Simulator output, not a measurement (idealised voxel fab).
Title: Process Module voxel fin reveal
Each square cell in cross-section cut measures 5 nm, and the section as a whole is 255 nm wide.
Each cross-section below is a grid of square cells, stated as bands in top-down order, with one or more rows of cells making up each band. Top, bottom (nm), then materials left to right with widths (nm); lone material tagged "everywhere" fills the whole band edge to edge; "air" = empty space. Counting heights begins at 0, where everything beneath is, in the wafer as received, one material. The lowest band has no bottom; it goes on downwards, as "from 0 down" shows. Graded width ("30 to 40"): value in top row of band = first number; value in bottom row = second number; row-to-row change constant. Reading "remains unaltered" for a step: not a cell of the cross-section changed in it. In "Closed cavity list" the enclosed voids are listed, meaning empty spaces of 8 cells or larger without any opening to the top. The form is width x height at distance, distance from the left edge, units nm. Formally, on a step line, whatever follows the settings is a remark that the simulator itself makes on the step. What "overlay nm" on a step's line means: if the step has a mask, that mask lay this far to the right of its planned place, or, when the value is negative, to the left.

-- Intended process steps
1,RECEIVE | material Si
2,CONFORMAL_DEP | material SiN | thk nm 5
3,DIRECTIONAL_DEP | material aC | thk nm 10
4,PATTERN | tone cover | mask id FINS | material resist | width nm 15 | pitch nm 35 | thk nm 25 | overlay nm 0
5,DIRECTIONAL_ETCH | etch materials aC | depth nm 10
6,STRIP | etch materials resist
7,DIRECTIONAL_ETCH | etch materials SiN | depth nm 5
8,DIRECTIONAL_ETCH | etch materials Si | depth nm 30
9,STRIP | etch materials aC
10,FILL_DEP | material SiO2 | thk nm 15
11,CMP | height nm 5
12,SELECTIVE_ETCH | etch materials SiO2 | depth nm 15
13,STRIP | etch materials SiN
14,CONFORMAL_DEP | material HfO2 | thk nm 5

-- Below: the first of two wafers, run as planned

-- Wafer at receipt (post step 1), cross-section
  from 0 down: Si everywhere
  Closed cavity list: none

-- Cross-section of the wafer after step 2
  from 5 to 0: SiN everywhere
  Lower than 0, everything is as it was.

-- Cross-section of the wafer after step 3
  from 15 to 5: aC everywhere
  Lower than 5, everything is as it was.

-- Cross-section of the wafer after step 4
  from 40 to 15: air=85, then resist=15, then air=20, then resist=15, then air=20, then resist=15, then air=85
  Lower than 15, everything is as it was.

-- Cross-section of the wafer after step 5
  from 30 to 15: air=85, then resist=15, then air=20, then resist=15, then air=20, then resist=15, then air=85
  from 15 to 5: air=85, then aC=15, then air=20, then aC=15, then air=20, then aC=15, then air=85
  Lower than 5, everything is as it was.

-- Cross-section of the wafer after step 6
  from 15 to 5: air=85, then aC=15, then air=20, then aC=15, then air=20, then aC=15, then air=85
  Lower than 5, everything is as it was.

-- Cross-section of the wafer after step 7
  from 15 to 5: air=85, then aC=15, then air=20, then aC=15, then air=20, then aC=15, then air=85
  from 5 to 0: air=85, then SiN=15, then air=20, then SiN=15, then air=20, then SiN=15, then air=85
  Lower than 0, everything is as it was.

-- Cross-section of the wafer after step 8
  from 15 to 5: air=85, then aC=15, then air=20, then aC=15, then air=20, then aC=15, then air=85
  from 5 to 0: air=85, then SiN=15, then air=20, then SiN=15, then air=20, then SiN=15, then air=85
  from 0 to -30: air=85, then Si=15, then air=20, then Si=15, then air=20, then Si=15, then air=85
  Lower than -30, everything is as it was.

-- Cross-section of the wafer after step 9
  from 5 to 0: air=85, then SiN=15, then air=20, then SiN=15, then air=20, then SiN=15, then air=85
  Lower than 0, everything is as it was.

-- Cross-section of the wafer after step 10
  from 20 to 5: SiO2 everywhere
  from 5 to 0: SiO2=85, then SiN=15, then SiO2=20, then SiN=15, then SiO2=20, then SiN=15, then SiO2=85
  from 0 to -30: SiO2=85, then Si=15, then SiO2=20, then Si=15, then SiO2=20, then Si=15, then SiO2=85
  Lower than -30, everything is as it was.

-- Cross-section of the wafer after step 11
  from 5 to 0: SiO2=85, then SiN=15, then SiO2=20, then SiN=15, then SiO2=20, then SiN=15, then SiO2=85
  Lower than 0, everything is as it was.

-- Cross-section of the wafer after step 12
  from 5 to 0: air=85, then SiN=15, then air=20, then SiN=15, then air=20, then SiN=15, then air=85
  from 0 to -10: air=85, then Si=15, then air=20, then Si=15, then air=20, then Si=15, then air=85
  Lower than -10, everything is as it was.

-- Cross-section of the wafer after step 13
  from 0 to -10: air=85, then Si=15, then air=20, then Si=15, then air=20, then Si=15, then air=85
  Lower than -10, everything is as it was.

-- Cross-section of the wafer after step 14
  from 5 to 0: air=80, then HfO2=25, then air=10, then HfO2=25, then air=10, then HfO2=25, then air=80
  from 0 to -5: air=80, then HfO2=5, then Si=15, then HfO2=5, then air=10, then HfO2=5, then Si=15, then HfO2=5, then air=10, then HfO2=5, then Si=15, then HfO2=5, then air=80
  from -5 to -10: HfO2=85, then Si=15, then HfO2=20, then Si=15, then HfO2=20, then Si=15, then HfO2=85
  Lower than -10, everything is as it was.

-- Second wafer, same starting state and plan as the first, one mistake in the run, identical through step 11

-- The second wafer in cross-section, at the planned close of step 12
  from 5 to 0: SiO2=85, then air=15, then SiO2=20, then air=15, then SiO2=20, then air=15, then SiO2=85
  Lower than 0, everything is as it was.

-- The second wafer in cross-section, at the planned close of step 13
  from 0 to -10: air=85, then Si=15, then air=20, then Si=15, then air=20, then Si=15, then air=85
  from -10 to -15: SiO2=70, then air=15, then Si=15, then air=20, then Si=15, then air=20, then Si=15, then air=15, then SiO2=70
  Lower than -15, everything is as it was.

-- The second wafer in cross-section, at the planned close of step 14
  from 5 to 0: air=80, then HfO2=25, then air=10, then HfO2=25, then air=10, then HfO2=25, then air=80
  from 0 to -5: air=80, then HfO2=5, then Si=15, then HfO2=5, then air=10, then HfO2=5, then Si=15, then HfO2=5, then air=10, then HfO2=5, then Si=15, then HfO2=5, then air=80
  from -5 to -10: HfO2=75, then air=5, then HfO2=5, then Si=15, then HfO2=5, then air=10, then HfO2=5, then Si=15, then HfO2=5, then air=10, then HfO2=5, then Si=15, then HfO2=5, then air=5, then HfO2=75
  from -10 to -15: SiO2=70, then HfO2=15, then Si=15, then HfO2=20, then Si=15, then HfO2=20, then Si=15, then HfO2=15, then SiO2=70
  Lower than -15, everything is as it was.
What broke from the plan during processing? steps 12 and 13 got flipped, so each one ran where the other should have
Counted in cells at the end, the second wafer holds more or fewer of these materials than the first: HfO2: 8 more, SiO2: 14 fewer
